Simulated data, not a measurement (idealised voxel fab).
voxel self aligned vias: a process module
FYI the section here is cut, 250 nm wide, cells are 5 nm squares.
Think of the cross-section as a grid of square cells. We describe it in bands, top to bottom, and each band covers one or more rows of those cells. Band: top height; bottom height; in nm. Then, left to right: material with width in nm, for each material. "full width": a single material spanning edge to edge. "blank": empty space. Note: height 0 marks the level under which the wafer is uniformly one material as received. Lowest band unbounded below, written "z 0 and below". Quick explanation for "30 to 40": the width changes in equal steps down the rows of cells, from the first number in the band's top row to the second number in its bottom row. Where the words "no change" appear for a step, the cross-section shows no cell changed by that step; every cell remained as before. "Encapsulated voids" - sealed voids, min. 8 cells, no opening to top; format: width x height at distance (distance from left edge; nm throughout). If you see something after the settings on a step's line, that's the simulator's own remark about that step. When a step includes a mask, the "overlay nm" setting on its line states how far to the right of its planned place that mask lay, and negative values state how far to the left.

Planned process steps:
step 1: op RECEIVE | material Si
step 2: op CONFORMAL_DEP | material SiO2 | thk nm 15
step 3: op CONFORMAL_DEP | material SiCN | thk nm 5
step 4: op DIRECTIONAL_DEP | material SiO2 | thk nm 30
step 5: op PATTERN | tone open | mask id LINES | material resist | width nm 30 | pitch nm 65 | thk nm 15 | overlay nm 0
step 6: op DIRECTIONAL_ETCH | etch materials SiO2 | depth nm 30
step 7: op STRIP | etch materials resist
step 8: op CONFORMAL_DEP | material TiN | thk nm 5
step 9: op FILL_DEP | material Ru | thk nm 5
step 10: op CMP | height nm 50
step 11: op SELECTIVE_ETCH | etch materials W Ru TiN | depth nm 5
step 12: op FILL_DEP | material SiN | thk nm 10
step 13: op CMP | height nm 50
step 14: op DIRECTIONAL_DEP | material SiO2 | thk nm 15
step 15: op MASKED_ETCH | tone open | mask id VIAS | width nm 50 | pitch nm 65 | etch materials SiO2 | depth nm 15 | overlay nm 0
step 16: op MASKED_ETCH | tone open | mask id VIAS | width nm 50 | pitch nm 65 | etch materials SiN | depth nm 5 | overlay nm 0
step 17: op CONFORMAL_DEP | material TiN | thk nm 5
step 18: op FILL_DEP | material W | thk nm 10
step 19: op CMP | height nm 65
step 20: op CONFORMAL_DEP | material SiN | thk nm 5

Of two wafers, the first: run according to plan:

So this is the incoming wafer in cross-section - it's already been through step 1:
	z 0 and below = Si full width
	Encapsulated voids: none

Wafer xsec, post step 2:
	z 15 to 0 = SiO2 full width
	All layers under 0 are left as they were.

Wafer xsec, post step 3:
	z 20 to 15 = SiCN full width
	All layers under 15 are left as they were.

Wafer xsec, post step 4:
	z 50 to 20 = SiO2 full width
	All layers under 20 are left as they were.

Wafer xsec, post step 5:
	z 65 to 50 = resist (75) / blank (30) / resist (35) / blank (30) / resist (80)
	All layers under 50 are left as they were.

Wafer xsec, post step 6:
	z 65 to 50 = resist (75) / blank (30) / resist (35) / blank (30) / resist (80)
	z 50 to 20 = SiO2 (75) / blank (30) / SiO2 (35) / blank (30) / SiO2 (80)
	All layers under 20 are left as they were.

Wafer xsec, post step 7:
	z 50 to 20 = SiO2 (75) / blank (30) / SiO2 (35) / blank (30) / SiO2 (80)
	All layers under 20 are left as they were.

Wafer xsec, post step 8:
	z 55 to 50 = TiN (80) / blank (20) / TiN (45) / blank (20) / TiN (85)
	z 50 to 25 = SiO2 (75) / TiN (5) / blank (20) / TiN (5) / SiO2 (35) / TiN (5) / blank (20) / TiN (5) / SiO2 (80)
	z 25 to 20 = SiO2 (75) / TiN (30) / SiO2 (35) / TiN (30) / SiO2 (80)
	All layers under 20 are left as they were.

Wafer xsec, post step 9:
	z 60 to 55 = Ru full width
	z 55 to 50 = TiN (80) / Ru (20) / TiN (45) / Ru (20) / TiN (85)
	z 50 to 25 = SiO2 (75) / TiN (5) / Ru (20) / TiN (5) / SiO2 (35) / TiN (5) / Ru (20) / TiN (5) / SiO2 (80)
	All layers under 25 are left as they were.

Wafer xsec, post step 10:
	z 50 to 25 = SiO2 (75) / TiN (5) / Ru (20) / TiN (5) / SiO2 (35) / TiN (5) / Ru (20) / TiN (5) / SiO2 (80)
	All layers under 25 are left as they were.

Wafer xsec, post step 11:
	z 50 to 45 = SiO2 (75) / blank (30) / SiO2 (35) / blank (30) / SiO2 (80)
	All layers under 45 are left as they were.

Wafer xsec, post step 12:
	z 60 to 50 = SiN full width
	z 50 to 45 = SiO2 (75) / SiN (30) / SiO2 (35) / SiN (30) / SiO2 (80)
	All layers under 45 are left as they were.

Wafer xsec, post step 13:
	z 50 to 45 = SiO2 (75) / SiN (30) / SiO2 (35) / SiN (30) / SiO2 (80)
	All layers under 45 are left as they were.

Wafer xsec, post step 14:
	z 65 to 50 = SiO2 full width
	All layers under 50 are left as they were.

Wafer xsec, post step 15:
	z 65 to 50 = SiO2 (65) / blank (50) / SiO2 (15) / blank (50) / SiO2 (70)
	All layers under 50 are left as they were.

Wafer xsec, post step 16:
	z 65 to 50 = SiO2 (65) / blank (50) / SiO2 (15) / blank (50) / SiO2 (70)
	z 50 to 45 = SiO2 (75) / blank (30) / SiO2 (35) / blank (30) / SiO2 (80)
	All layers under 45 are left as they were.

Wafer xsec, post step 17:
	z 70 to 65 = TiN (70) / blank (40) / TiN (25) / blank (40) / TiN (75)
	z 65 to 55 = SiO2 (65) / TiN (5) / blank (40) / TiN (5) / SiO2 (15) / TiN (5) / blank (40) / TiN (5) / SiO2 (70)
	z 55 to 50 = SiO2 (65) / TiN (15) / blank (20) / TiN (15) / SiO2 (15) / TiN (15) / blank (20) / TiN (15) / SiO2 (70)
	z 50 to 45 = SiO2 (75) / TiN (30) / SiO2 (35) / TiN (30) / SiO2 (80)
	All layers under 45 are left as they were.

Wafer xsec, post step 18:
	z 80 to 70 = W full width
	z 70 to 65 = TiN (70) / W (40) / TiN (25) / W (40) / TiN (75)
	z 65 to 55 = SiO2 (65) / TiN (5) / W (40) / TiN (5) / SiO2 (15) / TiN (5) / W (40) / TiN (5) / SiO2 (70)
	z 55 to 50 = SiO2 (65) / TiN (15) / W (20) / TiN (15) / SiO2 (15) / TiN (15) / W (20) / TiN (15) / SiO2 (70)
	All layers under 50 are left as they were.

Wafer xsec, post step 19:
	z 65 to 55 = SiO2 (65) / TiN (5) / W (40) / TiN (5) / SiO2 (15) / TiN (5) / W (40) / TiN (5) / SiO2 (70)
	All layers under 55 are left as they were.

Wafer xsec, post step 20:
	z 70 to 65 = SiN full width
	All layers under 65 are left as they were.

Second wafer: like start, like plan, one mistake. Through step 2 it matches the first wafer:

Second wafer, cross-section, planned end of step 3:
	z 45 to 0 = SiO2 full width
	All layers under 0 are left as they were.

Second wafer, cross-section, planned end of step 4:
	z 50 to 45 = SiCN full width
	All layers under 45 are left as they were.

Second wafer, cross-section, planned end of step 5:
	z 65 to 50 = resist (75) / blank (30) / resist (35) / blank (30) / resist (80)
	All layers under 50 are left as they were.

Second wafer, cross-section, planned end of step 6: no change

Second wafer, cross-section, planned end of step 7:
	z 50 to 45 = SiCN full width
	All layers under 45 are left as they were.

Second wafer, cross-section, planned end of step 8:
	z 55 to 50 = TiN full width
	All layers under 50 are left as they were.

Second wafer, cross-section, planned end of step 9:
	z 60 to 55 = Ru full width
	All layers under 55 are left as they were.

Second wafer, cross-section, planned end of step 10:
	z 50 to 45 = SiCN full width
	All layers under 45 are left as they were.

Second wafer, cross-section, planned end of step 11: no change

Second wafer, cross-section, planned end of step 12:
	z 60 to 50 = SiN full width
	All layers under 50 are left as they were.

Second wafer, cross-section, planned end of step 13:
	z 50 to 45 = SiCN full width
	All layers under 45 are left as they were.

Second wafer, cross-section, planned end of step 14:
	z 65 to 50 = SiO2 full width
	All layers under 50 are left as they were.

Second wafer, cross-section, planned end of step 15:
	z 65 to 50 = SiO2 (65) / blank (50) / SiO2 (15) / blank (50) / SiO2 (70)
	All layers under 50 are left as they were.

Second wafer, cross-section, planned end of step 16: no change

Second wafer, cross-section, planned end of step 17:
	z 70 to 65 = TiN (70) / blank (40) / TiN (25) / blank (40) / TiN (75)
	z 65 to 55 = SiO2 (65) / TiN (5) / blank (40) / TiN (5) / SiO2 (15) / TiN (5) / blank (40) / TiN (5) / SiO2 (70)
	z 55 to 50 = SiO2 (65) / TiN (50) / SiO2 (15) / TiN (50) / SiO2 (70)
	All layers under 50 are left as they were.

Second wafer, cross-section, planned end of step 18:
	z 80 to 70 = W full width
	z 70 to 65 = TiN (70) / W (40) / TiN (25) / W (40) / TiN (75)
	z 65 to 55 = SiO2 (65) / TiN (5) / W (40) / TiN (5) / SiO2 (15) / TiN (5) / W (40) / TiN (5) / SiO2 (70)
	All layers under 55 are left as they were.

Second wafer, cross-section, planned end of step 19:
	z 65 to 55 = SiO2 (65) / TiN (5) / W (40) / TiN (5) / SiO2 (15) / TiN (5) / W (40) / TiN (5) / SiO2 (70)
	All layers under 55 are left as they were.

Second wafer, cross-section, planned end of step 20:
	z 70 to 65 = SiN full width
	All layers under 65 are left as they were.
Short version of what went wrong: steps 3 and 4 got flipped, so each one ran where the other should have
at the end the second wafer has, in cells: Ru -32 | SiO2 +72 | TiN -32 | W -8
